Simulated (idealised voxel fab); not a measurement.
This section sets out a process module, namely voxel released beams.
Square cell edge 5 nm, section width 220 nm, ID cut.
Cross-sections here: square-cell grids, written as top-down lists of bands, a band being one or more rows of cells. What a band's entry tells you: where the top is and where the bottom is, as heights in nm, and after that what lies inside, material by material from left to right, each with its width in nm. Empty space is written as the word "blank", and a single material marked with the word "full width" occupies the band from edge to edge. Counting heights begins at 0, where everything beneath is, in the wafer as received, one material. The lowest band has no bottom; it goes on downwards, as "from 0 down" shows. So if you see something like "30..40" for the width, read it as the top row of the band sitting at the first number and the bottom row at the second, with every row in between moving by the same amount as the last. Key: "nothing was modified" - step with no changed cell in the cross-section. Entry "Closed void list". Content: empty spaces with no open connection to the top, size 8 cells or greater. Each: width x height at distance. Distance: from left edge. Unit: nm. Whatever follows a step's settings on its line is a remark the simulator itself makes about that step. A step's line can hold "overlay nm"; with a mask on that step, the setting says how far right of the planned place the mask lay, while a negative setting says it lay to the left.
**Planned process steps**
1: op RECEIVE | material Si
2: op CONFORMAL_DEP | material SiN | thk nm 5
3: op DIRECTIONAL_DEP | material SiO2 | thk nm 10
4: op MASKED_ETCH | tone open | mask id ANCHOR | width nm 35 | etch materials SiO2 | depth nm 10 | overlay nm 0
5: op CONFORMAL_DEP | material TiN | thk nm 15
6: op DIRECTIONAL_DEP | material aC | thk nm 10
7: op PATTERN | tone cover | mask id BEAM | material resist | width nm 90 | thk nm 30 | overlay nm 0
8: op DIRECTIONAL_ETCH | etch materials aC | depth nm 10
9: op STRIP | etch materials resist
10: op DIRECTIONAL_ETCH | etch materials TiN | depth nm 15
11: op STRIP | etch materials aC
12: op STRIP | etch materials SiO2
**Cross-section: wafer on arrival = after step 1**
	from 0 down = Si full width
	Closed void list: none
**The first of two wafers, cross-sectioned at the end of the module, with the run proceeding as planned**
	from 30 to 20 = 60 of blank, 20 of TiN, 5 of blank, 65 of TiN, 70 of blank
	from 20 to 15 = 60 of blank, 90 of TiN, 70 of blank
	from 15 to 5 = 65 of blank, 35 of TiN, 120 of blank
	from 5 to 0 = SiN full width
	from 0 down = Si full width
	Closed void list: none
**Same start, same plan as the first wafer - but one mistake in the run. Cross-section of the second of the two at the end of the module**
	from 25 to 20 = 60 of blank, 20 of TiN, 5 of blank, 65 of TiN, 70 of blank
	from 20 to 10 = 60 of blank, 90 of TiN, 70 of blank
	from 10 to 5 = 65 of blank, 35 of TiN, 120 of blank
	from 5 to 0 = SiN full width
	from 0 down = Si full width
	Closed void list: none
Short version of what went wrong: step 3 ran as: op DIRECTIONAL_DEP | material SiO2 | thk nm 5
Bottom line after processing is that, in cells, the second wafer is up or down on some materials versus the first: 6 fewer of TiN
